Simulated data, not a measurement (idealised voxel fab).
The following process module bears the name voxel released beams.
Displayed cross-section: cut, width of 220 nm, square cells sized 5 nm.
When this document writes out a cross-section, it uses a grid of square cells and lists it as bands, beginning at the top and moving down, with a band standing for one or more rows of cells.
For a band, the entry starts with two heights in nm, that of the top and then that of the bottom, and carries on with the band's materials in order from left to right, each alongside its width in nm; the word "all across" beside a single material means it fills the band edge to edge, and "blank" means empty space.
Beneath 0, the wafer as received is one material, and that level is where height counting begins. The lowest band goes on downward without a bottom; it is written like "0 and below".
When a width is written as two numbers, as in "30->40", the first number is the width in the top row of cells of the band and the second is the width in its bottom row, and the width changes by the same amount from each row to the next.
What does "changes: none" mean for a step? It means no cell of the cross-section changed in that step.
"Cavities, closed": sealed empty spaces, 8 cells or more, no open way to top, listed width x height at distance, with distance from the left edge and width, height and distance in nm.
On each step's line, the part that comes after the settings is the simulator's own comment on the step.
overlay nm: how far to the right of its planned place the mask lay on this masked step (negative: to the left).

**The process steps that were planned are listed below**
1: RECEIVE | material Si
2: CONFORMAL_DEP | material Al2O3 | thk nm 10
3: DIRECTIONAL_DEP | material SiO2 | thk nm 10
4: PATTERN | tone open | mask id ANCHOR | material resist | width nm 35 | thk nm 15 | overlay nm 0
5: DIRECTIONAL_ETCH | etch materials SiO2 | depth nm 10
6: STRIP | etch materials resist
7: CONFORMAL_DEP | material polySi | thk nm 15
8: DIRECTIONAL_DEP | material aC | thk nm 15
9: PATTERN | tone cover | mask id BEAM | material resist | width nm 85 | thk nm 30 | overlay nm 0
10: DIRECTIONAL_ETCH | etch materials aC | depth nm 15
11: STRIP | etch materials resist
12: DIRECTIONAL_ETCH | etch materials polySi | depth nm 15
13: STRIP | etch materials aC
14: STRIP | etch materials SiO2

**As-received state of the wafer in cross-section, equivalent to post-step 1**
	0 and below | Si all across
	Cavities, closed: none

**Run as planned - first of the two wafers cross-sectioned at the end of the module**
	35 down to 25 | blank (65), then polySi (20), then blank (5), then polySi (60), then blank (70)
	25 down to 20 | blank (65), then polySi (85), then blank (70)
	20 down to 10 | blank (70), then polySi (35), then blank (115)
	10 down to 0 | Al2O3 all across
	0 and below | Si all across
	Cavities, closed: none

**Second wafer through the module, sectioned at the end: same beginning and same plan as the first wafer, with one mistake in carrying it out**
	35 down to 25 | blank (65), then polySi (30), then blank (5), then polySi (50), then blank (70)
	25 down to 20 | blank (65), then polySi (85), then blank (70)
	20 down to 10 | blank (80), then polySi (35), then blank (105)
	10 down to 0 | Al2O3 all across
	0 and below | Si all across
	Cavities, closed: none
Nonconformance to the process plan: for step 4, the planned setting was not used; the step was instead run as PATTERN | tone open | mask id ANCHOR | material resist | width nm 35 | thk nm 15 | overlay nm 10
at the end the second wafer has, in cells: as many of each material as the first, in other places
